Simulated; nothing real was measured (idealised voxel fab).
process module | voxel double patterning
cross-section cut | 170 nm wide | cells 5 nm
A cross-section is a grid of square cells, given in bands from the top down. A band is one or more rows of cells.
Each band's line starts with the height of the band's top and of its bottom, in nm. Then come its materials from left to right, each with its width in nm. One material with "throughout" fills the band from edge to edge. "air" is empty space.
Height 0 is the level under which the wafer as received is all one material. The lowest band goes on downwards, as in "0 down".
A width such as "30 to 40" changes by the same amount from each row of cells to the next, from the band's top row to its bottom row.
"no change" after a step means that no cell of the cross-section changed.
closed voids: empty space of 8 cells or more with no open way to the top, each as width x height at its distance from the left edge, in nm
after a step's settings: what the simulator itself notes on the step
overlay nm, on a step with a mask: how far to the right of its planned place the mask lay; to the left if negative
plan
1 op RECEIVE | material Si
2 op CONFORMAL_DEP | material SiN | thk nm 10
3 op DIRECTIONAL_DEP | material SiO2 | thk nm 10
4 op DIRECTIONAL_DEP | material SiCN | thk nm 5
5 op MASKED_ETCH | tone open | mask id FIRST | width nm 15 | pitch nm 50 | etch materials SiCN | depth nm 5 | overlay nm 0
6 op PATTERN | tone open | mask id SECOND | material resist | width nm 15 | thk nm 20 | overlay nm 0
7 op DIRECTIONAL_ETCH | etch materials SiCN | depth nm 5
8 op STRIP | etch materials resist
9 op DIRECTIONAL_ETCH | etch materials SiO2 | depth nm 10
10 op STRIP | etch materials SiCN
as received, after step 1
  0 down: Si throughout
  closed voids: none
first wafer at the end, as planned
  20 to 10: SiO2 50 | air 15 | SiO2 10 | air 15 | SiO2 10 | air 15 | SiO2 55
  10 to 0: SiN throughout
  0 down: Si throughout
  closed voids: none
second wafer at the end: like start, like plan, one mistake
  20 to 10: SiO2 50 | air 15 | SiO2 15 | air 15 | SiO2 5 | air 15 | SiO2 55
  10 to 0: SiN throughout
  0 down: Si throughout
  closed voids: none
what went wrong: step 6 ran as: op PATTERN | tone open | mask id SECOND | material resist | width nm 15 | thk nm 20 | overlay nm 5
at the end the second wafer has, in cells: as many of each material as the first, in other places
